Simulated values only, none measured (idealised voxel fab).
Process module name: voxel trench capacitor
The figure presents cross-section cut, which has a width of 240 nm and is divided into square cells with an edge length of 5 nm.
Cross-section layout: square cells on a grid; listed as bands, top to bottom; a band spans one or more cell rows. Each band's line starts with the height of the band's top and of its bottom, in nm. Then come its materials from left to right, each with its width in nm. One material with "all across" fills the band from edge to edge. "empty" is empty space. Heights are expressed relative to 0, this being the level below which the as-received wafer comprises one material exclusively. The lowest band is unbounded in the downward direction and is denoted as in "0 nm and below". You'd read "30..40" like this: the band's top row of cells is as wide as the first number, its bottom row is as wide as the second, and going down, every row changes width by the same amount as the row before did. Step note "remains unaltered" = no cross-section cell changed. Empty spaces without an open route to the top, at least 8 cells in extent, make up the entry "Completely sealed voids"; each is given as width x height at distance, where the distance is measured from the left edge, and all are in nm. Anything after a step's settings on that line? It's the simulator's own note about the step. overlay nm: for a step with a mask, the amount by which the mask lay right of where it was planned; a negative amount means left of it.
### Steps planned for the process
| 1 | RECEIVE | material Si |
| 2 | CONFORMAL_DEP | material SiN | thk nm 10 |
| 3 | MASKED_ETCH | tone open | mask id TRENCH | width nm 25 | pitch nm 40 | etch materials SiN | depth nm 10 | overlay nm 0 |
| 4 | MASKED_ETCH | tone open | mask id TRENCH | width nm 25 | pitch nm 40 | etch materials Si | depth nm 40 | overlay nm 0 |
| 5 | CONFORMAL_DEP | material Al2O3 | thk nm 5 |
| 6 | FILL_DEP | material polySi | thk nm 10 |
| 7 | CMP | height nm 10 |
### Cross-section: wafer on arrival = after step 1
- 0 nm and below | Si all across
- Completely sealed voids: none
### Post-module cross-section of the first of two wafers (run per plan)
- 10 nm to 0 nm | 45 of SiN, then 5 of Al2O3, then 15 of polySi, then 5 of Al2O3, then 15 of SiN, then 5 of Al2O3, then 15 of polySi, then 5 of Al2O3, then 15 of SiN, then 5 of Al2O3, then 15 of polySi, then 5 of Al2O3, then 15 of SiN, then 5 of Al2O3, then 15 of polySi, then 5 of Al2O3, then 50 of SiN
- 0 nm to -35 nm | 45 of Si, then 5 of Al2O3, then 15 of polySi, then 5 of Al2O3, then 15 of Si, then 5 of Al2O3, then 15 of polySi, then 5 of Al2O3, then 15 of Si, then 5 of Al2O3, then 15 of polySi, then 5 of Al2O3, then 15 of Si, then 5 of Al2O3, then 15 of polySi, then 5 of Al2O3, then 50 of Si
- -35 nm to -40 nm | 45 of Si, then 25 of Al2O3, then 15 of Si, then 25 of Al2O3, then 15 of Si, then 25 of Al2O3, then 15 of Si, then 25 of Al2O3, then 50 of Si
- -40 nm and below | Si all across
- Completely sealed voids: none
### Here is the second of the two wafers cut open at the end of the module - same start, same plan as the first one, but we made one mistake running it
- 10 nm to 0 nm | 50 of SiN, then 15 of polySi, then 25 of SiN, then 15 of polySi, then 25 of SiN, then 15 of polySi, then 25 of SiN, then 15 of polySi, then 55 of SiN
- 0 nm to -35 nm | 45 of Si, then 5 of SiN, then 15 of polySi, then 5 of SiN, then 15 of Si, then 5 of SiN, then 15 of polySi, then 5 of SiN, then 15 of Si, then 5 of SiN, then 15 of polySi, then 5 of SiN, then 15 of Si, then 5 of SiN, then 15 of polySi, then 5 of SiN, then 50 of Si
- -35 nm to -40 nm | 45 of Si, then 25 of SiN, then 15 of Si, then 25 of SiN, then 15 of Si, then 25 of SiN, then 15 of Si, then 25 of SiN, then 50 of Si
- -40 nm and below | Si all across
- Completely sealed voids: none
Where did the run depart from the plan? step 5 ran with different settings than intended, the actual operation and settings being CONFORMAL_DEP | material SiN | thk nm 5
FYI, end of process, the second wafer has more or fewer cells of some materials than the first: Al2O3 -92 | SiN +92
